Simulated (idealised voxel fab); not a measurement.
process module | voxel plated lines
cross-section cut | 210 nm wide | cells 5 nm
A cross-section is a grid of square cells, given in bands from the top down. A band is one or more rows of cells.
Each band's line starts with the height of the band's top and of its bottom, in nm. Then come its materials from left to right, each with its width in nm. One material with "throughout" fills the band from edge to edge. "air" is empty space.
Height 0 is the level under which the wafer as received is all one material. The lowest band goes on downwards, as in "0 down".
A width such as "30 to 40" changes by the same amount from each row of cells to the next, from the band's top row to its bottom row.
"no change" after a step means that no cell of the cross-section changed.
closed voids: empty space of 8 cells or more with no open way to the top, each as width x height at its distance from the left edge, in nm
after a step's settings: what the simulator itself notes on the step
overlay nm, on a step with a mask: how far to the right of its planned place the mask lay; to the left if negative
plan
1 op RECEIVE | material Si
2 op CONFORMAL_DEP | material SiN | thk nm 10
3 op DIRECTIONAL_DEP | material TiN | thk nm 5
4 op PATTERN | tone open | mask id LINES | material resist | width nm 20 | pitch nm 45 | thk nm 30 | overlay nm 0
5 op EPI | material Ru | thk nm 10
6 op EPI | material Ru | thk nm 10
7 op STRIP | etch materials resist
8 op DIRECTIONAL_ETCH | etch materials TiN | depth nm 5
9 op CONFORMAL_DEP | material SiCN | thk nm 5
as received, after step 1
  0 down: Si throughout
  closed voids: none
a wafer at the end: this start, this plan, one mistake
  30 to 25: air 20 | SiCN 30 | air 15 | SiCN 30 | air 15 | SiCN 30 | air 15 | SiCN 30 | air 25
  25 to 5: air 20 | SiCN 5 | Ru 20 | SiCN 5 | air 15 | SiCN 5 | Ru 20 | SiCN 5 | air 15 | SiCN 5 | Ru 20 | SiCN 5 | air 15 | SiCN 5 | Ru 20 | SiCN 5 | air 25
  5 to 0: SiCN 25 | TiN 20 | SiCN 25 | TiN 20 | SiCN 25 | TiN 20 | SiCN 25 | TiN 20 | SiCN 30
  0 down: Si throughout
  closed voids: none
what went wrong: step 2 was left out
